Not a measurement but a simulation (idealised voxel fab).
process module | voxel ribs on slabs
cross-section cut | 175 nm wide | cells 5 nm
A cross-section is a grid of square cells, given in bands from the top down. A band is one or more rows of cells.
Each band's line starts with the height of the band's top and of its bottom, in nm. Then come its materials from left to right, each with its width in nm. One material with "throughout" fills the band from edge to edge. "air" is empty space.
Height 0 is the level under which the wafer as received is all one material. The lowest band goes on downwards, as in "0 down".
A width such as "30 to 40" changes by the same amount from each row of cells to the next, from the band's top row to its bottom row.
"no change" after a step means that no cell of the cross-section changed.
closed voids: empty space of 8 cells or more with no open way to the top, each as width x height at its distance from the left edge, in nm
after a step's settings: what the simulator itself notes on the step
overlay nm, on a step with a mask: how far to the right of its planned place the mask lay; to the left if negative
plan
1 op RECEIVE | material Si
2 op DIRECTIONAL_DEP | material SiO2 | thk nm 20
3 op DIRECTIONAL_DEP | material polySi | thk nm 20
4 op PATTERN | tone cover | mask id RIB | material resist | width nm 20 | thk nm 20 | overlay nm 0
5 op DIRECTIONAL_ETCH | etch materials polySi | depth nm 10
6 op STRIP | etch materials resist
7 op MASKED_ETCH | tone cover | mask id SLAB | width nm 50 | etch materials polySi | depth nm 10 | overlay nm 0
8 op FILL_DEP | material SiO2 | thk nm 25
9 op CMP | height nm 60
10 op DIRECTIONAL_DEP | material TiN | thk nm 5
11 op MASKED_ETCH | tone cover | mask id HEATER | width nm 30 | etch materials TiN | depth nm 5 | overlay nm 0
12 op CONFORMAL_DEP | material SiN | thk nm 5
first wafer, as planned
as received, after step 1
  0 down: Si throughout
  closed voids: none
after step 2
  20 to 0: SiO2 throughout
  below 0: unchanged
after step 3
  40 to 20: polySi throughout
  below 20: unchanged
after step 4
  60 to 40: air 75 | resist 20 | air 80
  below 40: unchanged
after step 5
  60 to 40: air 75 | resist 20 | air 80
  40 to 30: air 75 | polySi 20 | air 80
  below 30: unchanged
after step 6
  40 to 30: air 75 | polySi 20 | air 80
  below 30: unchanged
after step 7
  40 to 30: air 75 | polySi 20 | air 80
  30 to 20: air 60 | polySi 50 | air 65
  below 20: unchanged
after step 8
  65 to 40: SiO2 throughout
  40 to 30: SiO2 75 | polySi 20 | SiO2 80
  30 to 20: SiO2 60 | polySi 50 | SiO2 65
  below 20: unchanged
after step 9
  60 to 40: SiO2 throughout
  below 40: unchanged
after step 10
  65 to 60: TiN throughout
  below 60: unchanged
after step 11
  65 to 60: air 70 | TiN 30 | air 75
  below 60: unchanged
after step 12
  70 to 65: air 65 | SiN 40 | air 70
  65 to 60: SiN 70 | TiN 30 | SiN 75
  below 60: unchanged
second wafer: like start, like plan, one mistake. Through step 1 it matches the first wafer
when step 2 should have ended
  40 to 0: SiO2 throughout
  below 0: unchanged
when step 3 should have ended
  60 to 40: polySi throughout
  below 40: unchanged
when step 4 should have ended
  80 to 60: air 75 | resist 20 | air 80
  below 60: unchanged
when step 5 should have ended
  80 to 60: air 75 | resist 20 | air 80
  60 to 50: air 75 | polySi 20 | air 80
  below 50: unchanged
when step 6 should have ended
  60 to 50: air 75 | polySi 20 | air 80
  below 50: unchanged
when step 7 should have ended
  60 to 50: air 75 | polySi 20 | air 80
  50 to 40: air 60 | polySi 50 | air 65
  below 40: unchanged
when step 8 should have ended
  85 to 60: SiO2 throughout
  60 to 50: SiO2 75 | polySi 20 | SiO2 80
  50 to 40: SiO2 60 | polySi 50 | SiO2 65
  below 40: unchanged
when step 9 should have ended
  60 to 50: SiO2 75 | polySi 20 | SiO2 80
  below 50: unchanged
when step 10 should have ended
  65 to 60: TiN throughout
  below 60: unchanged
when step 11 should have ended
  65 to 60: air 70 | TiN 30 | air 75
  below 60: unchanged
when step 12 should have ended
  70 to 65: air 65 | SiN 40 | air 70
  65 to 60: SiN 70 | TiN 30 | SiN 75
  below 60: unchanged
what went wrong: step 2 was run twice
at the end the second wafer has, in cells: as many of each material as the first, in other places
